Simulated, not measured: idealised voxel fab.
The process module that follows is named voxel capacitor over wiring.
Square cell edge 5 nm, section width 180 nm, ID cut.
Cross-section, as written here: a square-cell grid given band by band from the top down, where a band holds one or more rows of cells. What a band's entry tells you: where the top is and where the bottom is, as heights in nm, and after that what lies inside, material by material from left to right, each with its width in nm. Empty space is written as the word "air", and a single material marked with the word "throughout" occupies the band from edge to edge. Beneath 0, the wafer as received is one material, and that level is where height counting begins. The lowest band goes on downward without a bottom; it is written like "0 and below". Width: "30 to 40" (first number = top row, second number = bottom row, same change from row to row of cells). "nothing was modified" (step): cross-section cells unchanged, all of them. The entry "Sealed-off cavities" lists the empty spaces that cover at least 8 cells and have no open path to the top. Each is written as width x height at distance, where the distance is measured from the left edge and all three values are in nm. Heads up: the bit after the settings on a step's line is the simulator's remark on that step. The setting "overlay nm" may be written on the line of a step. When the step uses a mask, the value reports how far to the right of the planned place the mask lay, and a negative value reports that it lay to the left.

# Process steps (planned)
1: op RECEIVE | material Si
2: op CONFORMAL_DEP | material SiO2 | thk nm 15
3: op CONFORMAL_DEP | material SiN | thk nm 5
4: op DIRECTIONAL_DEP | material lowk | thk nm 20
5: op DIRECTIONAL_DEP | material aC | thk nm 10
6: op PATTERN | tone open | mask id METAL_1 | material resist | width nm 25 | pitch nm 75 | thk nm 30 | overlay nm 0
7: op DIRECTIONAL_ETCH | etch materials aC | depth nm 10
8: op STRIP | etch materials resist
9: op DIRECTIONAL_ETCH | etch materials lowk | depth nm 20
10: op DIRECTIONAL_ETCH | etch materials SiN | depth nm 5
11: op STRIP | etch materials aC
12: op CONFORMAL_DEP | material TiN | thk nm 5
13: op FILL_DEP | material W | thk nm 10
14: op CMP | height nm 40
15: op CONFORMAL_DEP | material SiCN | thk nm 5
16: op DIRECTIONAL_DEP | material lowk | thk nm 15
17: op DIRECTIONAL_DEP | material aC | thk nm 15
18: op PATTERN | tone open | mask id PLUG_1 | material resist | width nm 15 | thk nm 35 | overlay nm 0
19: op DIRECTIONAL_ETCH | etch materials aC | depth nm 15
20: op STRIP | etch materials resist
21: op DIRECTIONAL_ETCH | etch materials lowk | depth nm 15
22: op DIRECTIONAL_ETCH | etch materials SiCN | depth nm 5
23: op STRIP | etch materials aC
24: op CONFORMAL_DEP | material TiN | thk nm 5
25: op FILL_DEP | material Ru | thk nm 5
26: op CMP | height nm 60
27: op DIRECTIONAL_DEP | material TiN | thk nm 10
28: op DIRECTIONAL_DEP | material Al2O3 | thk nm 5
29: op DIRECTIONAL_DEP | material TiN | thk nm 5
30: op PATTERN | tone cover | mask id UPPER_PLATE | material resist | width nm 55 | thk nm 20 | overlay nm 0
31: op DIRECTIONAL_ETCH | etch materials TiN | depth nm 5
32: op DIRECTIONAL_ETCH | etch materials Al2O3 | depth nm 5
33: op STRIP | etch materials resist
34: op PATTERN | tone cover | mask id LOWER_PLATE | material resist | width nm 65 | thk nm 20 | overlay nm 0
35: op DIRECTIONAL_ETCH | etch materials TiN | depth nm 10
36: op STRIP | etch materials resist
37: op FILL_DEP | material SiO2 | thk nm 20
38: op CMP | height nm 95
39: op DIRECTIONAL_DEP | material aC | thk nm 15
40: op PATTERN | tone open | mask id PLUG_2 | material resist | width nm 15 | thk nm 30 | overlay nm 0
41: op DIRECTIONAL_ETCH | etch materials aC | depth nm 15
42: op STRIP | etch materials resist
43: op DIRECTIONAL_ETCH | etch materials SiO2 | depth nm 15
44: op STRIP | etch materials aC
45: op CONFORMAL_DEP | material TiN | thk nm 5
46: op FILL_DEP | material Cu | thk nm 10
47: op CMP | height nm 95
48: op CONFORMAL_DEP | material SiN | thk nm 5
The width nm used in step 40 is not the same on every wafer, whereas the starting condition is; the value printed in the plan is the first wafer's.

# The first of several wafers, as received after step 1, seen in section
* 0 and below: Si throughout
* Sealed-off cavities: none

# Wafer rows, end of module: cells per material gained (+) or lost (-) since receipt; closed voids last
width nm 15, +11 Al2O3, +2 Cu, +3 Ru, +33 SiCN, +62 SiN, +303 SiO2, +79 TiN, +24 W, +203 lowk, Sealed-off cavities: none
width nm 20, +11 Al2O3, +4 Cu, +3 Ru, +33 SiCN, +62 SiN, +300 SiO2, +80 TiN, +24 W, +203 lowk, Sealed-off cavities: none
width nm 25, +11 Al2O3, +6 Cu, +3 Ru, +33 SiCN, +62 SiN, +297 SiO2, +81 TiN, +24 W, +203 lowk, Sealed-off cavities: none
width nm 30, +11 Al2O3, +8 Cu, +3 Ru, +33 SiCN, +62 SiN, +294 SiO2, +82 TiN, +24 W, +203 lowk, Sealed-off cavities: none
